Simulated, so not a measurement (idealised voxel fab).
The document below concerns the process module designated voxel self aligned contacts.
We display cut, a cross-section 185 nm in width whose square cells are each 5 nm.
Cross-section layout: square cells on a grid; listed as bands, top to bottom; a band spans one or more cell rows.
The entry gives the band's vertical extent as a top height and a bottom height in nm, then its horizontal make-up as materials from left to right, each with a width in nm. "air" stands for empty space; a single material marked "everywhere" fills the band edge to edge.
Ref level 0: as-received wafer is one material below here. Bottom band extends down with no lower bound ("from 0 down").
So if you see something like "30..40" for the width, read it as the top row of the band sitting at the first number and the bottom row at the second, with every row in between moving by the same amount as the last.
Basically "nothing different" means that step didn't change any cell in the cross-section.
The entry titled "Sealed void listing" provides the empty spaces that have no open way to the top, restricted to those of 8 cells or more. Each is presented as width x height at distance, the distance being measured from the left edge, with all three in nm.
Anything after a step's settings on that line? It's the simulator's own note about the step.
overlay nm: on a step with a mask, how far right of its planned place the mask lay; negative means left.
List of planned process steps:
| 1 | RECEIVE with material Si |
| 2 | CONFORMAL_DEP with material SiO2, thk nm 5 |
| 3 | DIRECTIONAL_DEP with material polySi, thk nm 25 |
| 4 | DIRECTIONAL_DEP with material SiN, thk nm 20 |
| 5 | PATTERN with tone cover, mask id GATE, material resist, width nm 25, pitch nm 60, thk nm 20, overlay nm 0 |
| 6 | DIRECTIONAL_ETCH with etch materials SiN, depth nm 20 |
| 7 | DIRECTIONAL_ETCH with etch materials polySi, depth nm 25 |
| 8 | STRIP with etch materials resist |
| 9 | CONFORMAL_DEP with material SiN, thk nm 5 |
| 10 | DIRECTIONAL_ETCH with etch materials SiN, depth nm 5 |
| 11 | FILL_DEP with material SiO2, thk nm 20 |
| 12 | CMP with height nm 60 |
| 13 | PATTERN with tone open, mask id CONTACT, material resist, width nm 45, pitch nm 60, thk nm 15, overlay nm 0 |
| 14 | DIRECTIONAL_ETCH with etch materials SiO2, depth nm 60 |
| 15 | STRIP with etch materials resist |
| 16 | CONFORMAL_DEP with material TiN, thk nm 5 |
| 17 | FILL_DEP with material Ru, thk nm 10 |
| 18 | CMP with height nm 60 |
| 19 | CONFORMAL_DEP with material SiCN, thk nm 5 |
Cross-section of the wafer at receipt, which is the condition after step 1:
- from 0 down = Si everywhere
- Sealed void listing: none
The module was run from the start shown above using the plan shown above, but one mistake was made doing it; the resulting wafer cross-section is below:
- from 65 to 60 = SiCN everywhere
- from 60 to 50 = SiO2 40 | SiCN 5..15 | Ru 35..15 | SiCN 5..15 | SiO2 15 | SiCN 5..15 | Ru 35..15 | SiCN 5..15 | SiO2 40
- from 50 to 30 = SiO2 15 | SiN 35 | SiCN 5 | Ru 15 | SiCN 5 | SiN 35 | SiCN 5 | Ru 15 | SiCN 5 | SiN 35 | SiO2 15
- from 30 to 5 = SiO2 15 | SiN 5 | polySi 25 | SiN 5 | SiCN 5 | Ru 15 | SiCN 5 | SiN 5 | polySi 25 | SiN 5 | SiCN 5 | Ru 15 | SiCN 5 | SiN 5 | polySi 25 | SiN 5 | SiO2 15
- from 5 to 0 = SiO2 50 | SiCN 25 | SiO2 35 | SiCN 25 | SiO2 50
- from 0 down = Si everywhere
- Sealed void listing: none
Deviation from plan: in deviation from the planned setting, step 16 was conducted as CONFORMAL_DEP with material SiCN, thk nm 5
